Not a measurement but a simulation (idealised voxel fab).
process module | voxel capacitor over wiring
cross-section cut | 155 nm wide | cells 5 nm
A cross-section is a grid of square cells, given in bands from the top down. A band is one or more rows of cells.
Each band's line starts with the height of the band's top and of its bottom, in nm. Then come its materials from left to right, each with its width in nm. One material with "throughout" fills the band from edge to edge. "air" is empty space.
Height 0 is the level under which the wafer as received is all one material. The lowest band goes on downwards, as in "0 down".
A width such as "30 to 40" changes by the same amount from each row of cells to the next, from the band's top row to its bottom row.
"no change" after a step means that no cell of the cross-section changed.
closed voids: empty space of 8 cells or more with no open way to the top, each as width x height at its distance from the left edge, in nm
after a step's settings: what the simulator itself notes on the step
overlay nm, on a step with a mask: how far to the right of its planned place the mask lay; to the left if negative
plan
1 op RECEIVE | material Si
2 op CONFORMAL_DEP | material SiO2 | thk nm 15
3 op CONFORMAL_DEP | material SiCN | thk nm 5
4 op DIRECTIONAL_DEP | material SiO2 | thk nm 20
5 op DIRECTIONAL_DEP | material aC | thk nm 10
6 op PATTERN | tone open | mask id METAL_1 | material resist | width nm 30 | pitch nm 85 | thk nm 30 | overlay nm 0
7 op DIRECTIONAL_ETCH | etch materials aC | depth nm 10
8 op STRIP | etch materials resist
9 op DIRECTIONAL_ETCH | etch materials SiO2 | depth nm 20
10 op DIRECTIONAL_ETCH | etch materials SiCN | depth nm 5
11 op STRIP | etch materials aC
12 op CONFORMAL_DEP | material TiN | thk nm 5
13 op FILL_DEP | material Cu | thk nm 10
14 op CMP | height nm 40
15 op EPI | material Ru | thk nm 5
16 op FILL_DEP | material SiCN | thk nm 5
17 op DIRECTIONAL_DEP | material lowk | thk nm 20
18 op DIRECTIONAL_DEP | material aC | thk nm 10
19 op PATTERN | tone open | mask id PLUG_1 | material resist | width nm 15 | thk nm 30 | overlay nm 0
20 op DIRECTIONAL_ETCH | etch materials aC | depth nm 10
21 op STRIP | etch materials resist
22 op DIRECTIONAL_ETCH | etch materials lowk | depth nm 20
23 op DIRECTIONAL_ETCH | etch materials SiCN | depth nm 5
24 op STRIP | etch materials aC
25 op EPI | material Ru | thk nm 10
26 op EPI | material Ru | thk nm 10
27 op EPI | material Ru | thk nm 5
28 op DIRECTIONAL_DEP | material TiN | thk nm 5
29 op DIRECTIONAL_DEP | material HfO2 | thk nm 5
30 op DIRECTIONAL_DEP | material TiN | thk nm 5
31 op PATTERN | tone cover | mask id UPPER_PLATE | material resist | width nm 60 | thk nm 15 | overlay nm 0
32 op DIRECTIONAL_ETCH | etch materials TiN | depth nm 5
33 op DIRECTIONAL_ETCH | etch materials HfO2 | depth nm 5
34 op STRIP | etch materials resist
35 op DIRECTIONAL_DEP | material aC | thk nm 15
36 op PATTERN | tone cover | mask id LOWER_PLATE | material resist | width nm 70 | thk nm 35 | overlay nm 0
37 op DIRECTIONAL_ETCH | etch materials aC | depth nm 15
38 op STRIP | etch materials resist
39 op DIRECTIONAL_ETCH | etch materials TiN | depth nm 5
40 op STRIP | etch materials aC
41 op FILL_DEP | material SiO2 | thk nm 15
42 op CMP | height nm 95
43 op MASKED_ETCH | tone open | mask id PLUG_2 | width nm 15 | etch materials SiO2 | depth nm 10 | overlay nm 0
44 op CONFORMAL_DEP | material TiN | thk nm 5
45 op FILL_DEP | material W | thk nm 10
46 op CMP | height nm 95
47 op CONFORMAL_DEP | material SiCN | thk nm 5
as received, after step 1
  0 down: Si throughout
  closed voids: none
a wafer at the end: this start, this plan, one mistake
  100 to 95: SiCN throughout
  95 to 90: SiO2 45 | TiN 5 | W 5 | TiN 5 | SiO2 95
  90 to 80: SiO2 45 | TiN 15 to 55 | SiO2 95 to 55
  80 to 75: SiO2 45 | HfO2 60 | SiO2 50
  75 to 70: SiO2 30 | TiN 75 | SiO2 50
  70 to 50: lowk 35 | Ru 15 | lowk 105
  50 to 45: SiCN 35 | Ru 15 | SiCN 105
  45 to 40: SiCN 15 | Ru 40 | SiCN 45 | Ru 40 | SiCN 15
  40 to 20: SiO2 20 | TiN 5 | Cu 20 | TiN 5 | SiO2 55 | TiN 5 | Cu 20 | TiN 5 | SiO2 20
  20 to 15: SiCN 20 | TiN 30 | SiCN 55 | TiN 30 | SiCN 20
  15 to 0: SiO2 throughout
  0 down: Si throughout
  closed voids: none
what went wrong: step 31 ran as: op PATTERN | tone cover | mask id UPPER_PLATE | material resist | width nm 60 | thk nm 15 | overlay nm 10
